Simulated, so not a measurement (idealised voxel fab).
You're looking at the process module voxel quadruple lines.
cross-section cut | 260 nm wide | cells 5 nm
Notation: cross-section as square-cell grid; stated in bands, top first, going down; one or more cell rows per band. A band entry consists of two parts. The first gives the height of the band's top and the height of its bottom, in nm. The rest lists the band's materials from left to right, each with its width in nm. A single material labelled with the word "edge to edge" fills the band from edge to edge, and the word "blank" marks empty space. Heads up on the height convention: 0 is the point under which the incoming wafer is all one material, and the lowest band has no bottom, it just keeps going down, like "0 -> down". A width given as "30->40" starts at the first number in the band's top row and ends at the second number in its bottom row, shifting by an equal amount at every step from row to row. "no alteration" after a step means that no cell of the cross-section changed. Closed empty spaces (no open way to the top) of 8 cells or more are what "Closed-off voids" lists, each as width x height at distance from the left edge, nm for all three. Read whatever lies past the settings on a step's line as the simulator's own remark about the step. When a step includes a mask, the "overlay nm" setting on its line states how far to the right of its planned place that mask lay, and negative values state how far to the left.
[The following list gives the planned process steps]
step 1: RECEIVE,material Si
step 2: CONFORMAL_DEP,material Al2O3,thk nm 5
step 3: DIRECTIONAL_DEP,material W,thk nm 15
step 4: DIRECTIONAL_DEP,material polySi,thk nm 20
step 5: DIRECTIONAL_DEP,material aC,thk nm 20
step 6: PATTERN,tone cover,mask id MANDREL,material resist,width nm 20,thk nm 30,overlay nm 0
step 7: DIRECTIONAL_ETCH,etch materials aC,depth nm 20
step 8: STRIP,etch materials resist
step 9: CONFORMAL_DEP,material SiO2,thk nm 10
step 10: DIRECTIONAL_ETCH,etch materials SiO2,depth nm 10
step 11: STRIP,etch materials aC
step 12: DIRECTIONAL_ETCH,etch materials polySi,depth nm 20
step 13: STRIP,etch materials SiO2
step 14: CONFORMAL_DEP,material SiCN,thk nm 5
step 15: DIRECTIONAL_ETCH,etch materials SiCN,depth nm 5
step 16: STRIP,etch materials polySi
step 17: DIRECTIONAL_ETCH,etch materials W,depth nm 15
step 18: STRIP,etch materials SiCN
[First of two wafers - as planned]
[Received-state cross-section, reflecting completion of step 1]
  0 -> down = Si edge to edge
  Closed-off voids: none
[The wafer in cross-section once step 2 is complete]
  5 -> 0 = Al2O3 edge to edge
  Under the height 0 nothing was changed.
[The wafer in cross-section once step 3 is complete]
  20 -> 5 = W edge to edge
  Under the height 5 nothing was changed.
[The wafer in cross-section once step 4 is complete]
  40 -> 20 = polySi edge to edge
  Under the height 20 nothing was changed.
[The wafer in cross-section once step 5 is complete]
  60 -> 40 = aC edge to edge
  Under the height 40 nothing was changed.
[The wafer in cross-section once step 6 is complete]
  90 -> 60 = blank (120) / resist (20) / blank (120)
  Under the height 60 nothing was changed.
[The wafer in cross-section once step 7 is complete]
  70 -> 60 = blank (120) / resist (20) / blank (120)
  60 -> 40 = blank (120) / aC (20) / blank (120)
  Under the height 40 nothing was changed.
[The wafer in cross-section once step 8 is complete]
  60 -> 40 = blank (120) / aC (20) / blank (120)
  Under the height 40 nothing was changed.
[The wafer in cross-section once step 9 is complete]
  70 -> 60 = blank (110) / SiO2 (40) / blank (110)
  60 -> 50 = blank (110) / SiO2 (10) / aC (20) / SiO2 (10) / blank (110)
  50 -> 40 = SiO2 (120) / aC (20) / SiO2 (120)
  Under the height 40 nothing was changed.
[The wafer in cross-section once step 10 is complete]
  60 -> 40 = blank (110) / SiO2 (10) / aC (20) / SiO2 (10) / blank (110)
  Under the height 40 nothing was changed.
[The wafer in cross-section once step 11 is complete]
  60 -> 40 = blank (110) / SiO2 (10) / blank (20) / SiO2 (10) / blank (110)
  Under the height 40 nothing was changed.
[The wafer in cross-section once step 12 is complete]
  60 -> 40 = blank (110) / SiO2 (10) / blank (20) / SiO2 (10) / blank (110)
  40 -> 20 = blank (110) / polySi (10) / blank (20) / polySi (10) / blank (110)
  Under the height 20 nothing was changed.
[The wafer in cross-section once step 13 is complete]
  40 -> 20 = blank (110) / polySi (10) / blank (20) / polySi (10) / blank (110)
  Under the height 20 nothing was changed.
[The wafer in cross-section once step 14 is complete]
  45 -> 40 = blank (105) / SiCN (20) / blank (10) / SiCN (20) / blank (105)
  40 -> 25 = blank (105) / SiCN (5) / polySi (10) / SiCN (5) / blank (10) / SiCN (5) / polySi (10) / SiCN (5) / blank (105)
  25 -> 20 = SiCN (110) / polySi (10) / SiCN (20) / polySi (10) / SiCN (110)
  Under the height 20 nothing was changed.
[The wafer in cross-section once step 15 is complete]
  40 -> 20 = blank (105) / SiCN (5) / polySi (10) / SiCN (5) / blank (10) / SiCN (5) / polySi (10) / SiCN (5) / blank (105)
  Under the height 20 nothing was changed.
[The wafer in cross-section once step 16 is complete]
  40 -> 20 = blank (105) / SiCN (5) / blank (10) / SiCN (5) / blank (10) / SiCN (5) / blank (10) / SiCN (5) / blank (105)
  Under the height 20 nothing was changed.
[The wafer in cross-section once step 17 is complete]
  40 -> 20 = blank (105) / SiCN (5) / blank (10) / SiCN (5) / blank (10) / SiCN (5) / blank (10) / SiCN (5) / blank (105)
  20 -> 5 = blank (105) / W (5) / blank (10) / W (5) / blank (10) / W (5) / blank (10) / W (5) / blank (105)
  Under the height 5 nothing was changed.
[The wafer in cross-section once step 18 is complete]
  20 -> 5 = blank (105) / W (5) / blank (10) / W (5) / blank (10) / W (5) / blank (10) / W (5) / blank (105)
  Under the height 5 nothing was changed.
[Okay, second wafer. Nothing different at the start, nothing different in the plan, just one mistake somewhere in the running. As far as step 5, counting that step, it's the first wafer all over again]
[Second wafer cross-section, taken as of the time the plan sets for step 6 to be done]
  90 -> 60 = blank (125) / resist (15) / blank (120)
  Under the height 60 nothing was changed.
[Second wafer cross-section, taken as of the time the plan sets for step 7 to be done]
  70 -> 60 = blank (125) / resist (15) / blank (120)
  60 -> 40 = blank (125) / aC (15) / blank (120)
  Under the height 40 nothing was changed.
[Second wafer cross-section, taken as of the time the plan sets for step 8 to be done]
  60 -> 40 = blank (125) / aC (15) / blank (120)
  Under the height 40 nothing was changed.
[Second wafer cross-section, taken as of the time the plan sets for step 9 to be done]
  70 -> 60 = blank (115) / SiO2 (35) / blank (110)
  60 -> 50 = blank (115) / SiO2 (10) / aC (15) / SiO2 (10) / blank (110)
  50 -> 40 = SiO2 (125) / aC (15) / SiO2 (120)
  Under the height 40 nothing was changed.
[Second wafer cross-section, taken as of the time the plan sets for step 10 to be done]
  60 -> 40 = blank (115) / SiO2 (10) / aC (15) / SiO2 (10) / blank (110)
  Under the height 40 nothing was changed.
[Second wafer cross-section, taken as of the time the plan sets for step 11 to be done]
  60 -> 40 = blank (115) / SiO2 (10) / blank (15) / SiO2 (10) / blank (110)
  Under the height 40 nothing was changed.
[Second wafer cross-section, taken as of the time the plan sets for step 12 to be done]
  60 -> 40 = blank (115) / SiO2 (10) / blank (15) / SiO2 (10) / blank (110)
  40 -> 20 = blank (115) / polySi (10) / blank (15) / polySi (10) / blank (110)
  Under the height 20 nothing was changed.
[Second wafer cross-section, taken as of the time the plan sets for step 13 to be done]
  40 -> 20 = blank (115) / polySi (10) / blank (15) / polySi (10) / blank (110)
  Under the height 20 nothing was changed.
[Second wafer cross-section, taken as of the time the plan sets for step 14 to be done]
  45 -> 40 = blank (110) / SiCN (20) / blank (5) / SiCN (20) / blank (105)
  40 -> 25 = blank (110) / SiCN (5) / polySi (10) / SiCN (5) / blank (5) / SiCN (5) / polySi (10) / SiCN (5) / blank (105)
  25 -> 20 = SiCN (115) / polySi (10) / SiCN (15) / polySi (10) / SiCN (110)
  Under the height 20 nothing was changed.
[Second wafer cross-section, taken as of the time the plan sets for step 15 to be done]
  40 -> 20 = blank (110) / SiCN (5) / polySi (10) / SiCN (5) / blank (5) / SiCN (5) / polySi (10) / SiCN (5) / blank (105)
  Under the height 20 nothing was changed.
[Second wafer cross-section, taken as of the time the plan sets for step 16 to be done]
  40 -> 20 = blank (110) / SiCN (5) / blank (10) / SiCN (5) / blank (5) / SiCN (5) / blank (10) / SiCN (5) / blank (105)
  Under the height 20 nothing was changed.
[Second wafer cross-section, taken as of the time the plan sets for step 17 to be done]
  40 -> 20 = blank (110) / SiCN (5) / blank (10) / SiCN (5) / blank (5) / SiCN (5) / blank (10) / SiCN (5) / blank (105)
  20 -> 5 = blank (110) / W (5) / blank (10) / W (5) / blank (5) / W (5) / blank (10) / W (5) / blank (105)
  Under the height 5 nothing was changed.
[Second wafer cross-section, taken as of the time the plan sets for step 18 to be done]
  20 -> 5 = blank (110) / W (5) / blank (10) / W (5) / blank (5) / W (5) / blank (10) / W (5) / blank (105)
  Under the height 5 nothing was changed.
Deviation noted in wafer processing: step 6 was not run as planned; what actually ran was PATTERN,tone cover,mask id MANDREL,material resist,width nm 15,thk nm 30,overlay nm 0
End check, second vs first wafer: material counts in cells match, positions do not.
